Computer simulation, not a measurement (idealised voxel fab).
The process module that follows is named voxel self aligned contacts.
FYI the section here is cut, 205 nm wide, cells are 5 nm squares.
Think of the cross-section as a grid of square cells. We describe it in bands, top to bottom, and each band covers one or more rows of those cells. Top, bottom (nm), then materials left to right with widths (nm); lone material tagged "full width" fills the whole band edge to edge; "empty" = empty space. Heights from 0 (as-received wafer is one material below). Bottom band endless downward, as "0 and below". You'd read "30 to 40" like this: the band's top row of cells is as wide as the first number, its bottom row is as wide as the second, and going down, every row changes width by the same amount as the row before did. "no alterations made" for a step: no cell of the cross-section changed in that step. You'll see "Fully enclosed voids" listing empty spaces that have no way open to the top, as long as they're 8 cells or more; the notation is width x height at distance, where the distance is from the left edge, and all of it is in nm. That trailing text on a step's line, after the settings, is the simulator's own remark on the step. overlay nm, on a step with a mask: how far to the right of its planned place the mask lay; to the left if negative.

Process steps (planned)
1) RECEIVE, material Si
2) CONFORMAL_DEP, material SiO2, thk nm 5
3) DIRECTIONAL_DEP, material polySi, thk nm 25
4) DIRECTIONAL_DEP, material SiN, thk nm 20
5) MASKED_ETCH, tone cover, mask id GATE, width nm 25, pitch nm 60, etch materials SiN, depth nm 20, overlay nm -15
6) MASKED_ETCH, tone cover, mask id GATE, width nm 25, pitch nm 60, etch materials polySi, depth nm 25, overlay nm 0
7) CONFORMAL_DEP, material SiN, thk nm 10
8) DIRECTIONAL_ETCH, etch materials SiN, depth nm 10
9) FILL_DEP, material SiO2, thk nm 10
10) CMP, height nm 55
11) DIRECTIONAL_DEP, material aC, thk nm 10
12) PATTERN, tone open, mask id CONTACT, material resist, width nm 45, pitch nm 60, thk nm 30, overlay nm 0
13) DIRECTIONAL_ETCH, etch materials aC, depth nm 10
14) STRIP, etch materials resist
15) DIRECTIONAL_ETCH, etch materials SiO2, depth nm 55
16) STRIP, etch materials aC
17) CONFORMAL_DEP, material TiN, thk nm 5
18) FILL_DEP, material Ru, thk nm 5
19) CMP, height nm 55
20) CONFORMAL_DEP, material SiN, thk nm 5
For clarity, it should be stated that the wafers under discussion commence in an identical condition and differ with respect to the overlay nm of step 5, the plan indicating the value that the first wafer had.

The first of several wafers in cross-section, exactly as it reached us after step 1
  0 and below: Si full width
  Fully enclosed voids: none

Below is a per-wafer table. In it, each row describes the wafer at the end of the module by giving, for each material, the number of cells gained (+) or lost (-) since the wafer was received, and after that the closed voids of the wafer
overlay nm -15, +8 Ru, +209 SiN, +121 SiO2, +34 TiN, +120 polySi, Fully enclosed voids: none
overlay nm -10, +8 Ru, +209 SiN, +124 SiO2, +46 TiN, +105 polySi, Fully enclosed voids: none
overlay nm -5, +8 Ru, +209 SiN, +127 SiO2, +58 TiN, +90 polySi, Fully enclosed voids: none
overlay nm 0, +20 Ru, +209 SiN, +130 SiO2, +58 TiN, +75 polySi, Fully enclosed voids: none
overlay nm 5, +8 Ru, +209 SiN, +127 SiO2, +58 TiN, +90 polySi, Fully enclosed voids: none
overlay nm 10, +8 Ru, +209 SiN, +124 SiO2, +46 TiN, +105 polySi, Fully enclosed voids: none
overlay nm 15, +8 Ru, +209 SiN, +121 SiO2, +34 TiN, +120 polySi, Fully enclosed voids: none
